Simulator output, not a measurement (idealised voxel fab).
This is a process module. Its name is voxel gate over fins.
Cross-section cut: width 200 nm, square cells of 5 nm.
How to read a cross-section here: the picture is a grid of square cells, written as bands going from the top down, and any band can span one or more rows of cells. Read a band's entry like this: the first values are the height of its top and the height of its bottom in nm, and what follows is the sequence of materials from left to right, each with its width in nm. Note that "empty" is empty space, and that a single material marked "throughout" reaches across the band from edge to edge. Zero point of the height axis is 0; under it, received wafer = one material. Lowest band: continues down indefinitely, "0 and below". Top row gets the first number, bottom row gets the second, and each row in between changes by the same step: that is how a band width like "30..40" works. The designation "nothing changed", where it is given for a processing step, indicates that no cell of the cross-section was altered in the course of that step. "Sealed cavities" - sealed voids, min. 8 cells, no opening to top; format: width x height at distance (distance from left edge; nm throughout). Read whatever lies past the settings on a step's line as the simulator's own remark about the step. For masked steps, "overlay nm" on the step line gives how far right of plan the mask actually lay; a minus sign means it lay to the left.

Intended process steps
1 RECEIVE, material Si
2 CONFORMAL_DEP, material SiN, thk nm 10
3 PATTERN, tone cover, mask id FINS, material resist, width nm 15, pitch nm 35, thk nm 15, overlay nm 0
4 DIRECTIONAL_ETCH, etch materials SiN, depth nm 10
5 DIRECTIONAL_ETCH, etch materials Si, depth nm 40
6 STRIP, etch materials resist
7 OXIDIZE, depth nm 5
8 FILL_DEP, material SiO2, thk nm 5
9 CMP, height nm 10
10 SELECTIVE_ETCH, etch materials SiO2, depth nm 20
11 STRIP, etch materials SiN
12 CONFORMAL_DEP, material HfO2, thk nm 5
13 CONFORMAL_DEP, material TiN, thk nm 5
14 FILL_DEP, material W, thk nm 15
15 CMP, height nm 20
16 CONFORMAL_DEP, material SiCN, thk nm 10

As-received wafer cross-section (after step 1)
	0 and below | Si throughout
	Sealed cavities: none

First of two wafers, end-of-module section, run followed plan
	30 down to 20 | SiCN throughout
	20 down to 10 | W throughout
	10 down to 5 | W 70; TiN 25; W 10; TiN 25; W 70
	5 down to 0 | W 70; TiN 5; HfO2 15; TiN 5; W 10; TiN 5; HfO2 15; TiN 5; W 70
	0 down to -5 | TiN 75; HfO2 5; Si 5; HfO2 5; TiN 20; HfO2 5; Si 5; HfO2 5; TiN 75
	-5 down to -10 | HfO2 80; Si 5; HfO2 30; Si 5; HfO2 80
	-10 down to -45 | SiO2 80; Si 5; SiO2 30; Si 5; SiO2 80
	-45 and below | Si throughout
	Sealed cavities: none

End-of-module cross-section of the second wafer: identical starting point and process plan to the first, with one processing mistake
	30 down to 20 | SiCN throughout
	20 down to 10 | W throughout
	10 down to 5 | W 70; TiN 25; W 10; TiN 25; W 70
	5 down to 0 | W 70; TiN 5; HfO2 15; TiN 5; W 10; TiN 5; HfO2 15; TiN 5; W 70
	0 down to -20 | W 70; TiN 5; HfO2 5; Si 5; HfO2 5; TiN 5; W 10; TiN 5; HfO2 5; Si 5; HfO2 5; TiN 5; W 70
	-20 down to -25 | TiN 75; HfO2 5; Si 5; HfO2 5; TiN 20; HfO2 5; Si 5; HfO2 5; TiN 75
	-25 down to -30 | HfO2 80; Si 5; HfO2 30; Si 5; HfO2 80
	-30 down to -45 | SiO2 80; Si 5; SiO2 30; Si 5; SiO2 80
	-45 and below | Si throughout
	Sealed cavities: none
What broke from the plan during processing? in the plan, step 10 was performed twice
Looking at both finished wafers in cells, the second ends up ahead of or behind the first on some materials: HfO2: 16 more, SiO2: 152 fewer, TiN: 16 more, W: 120 more
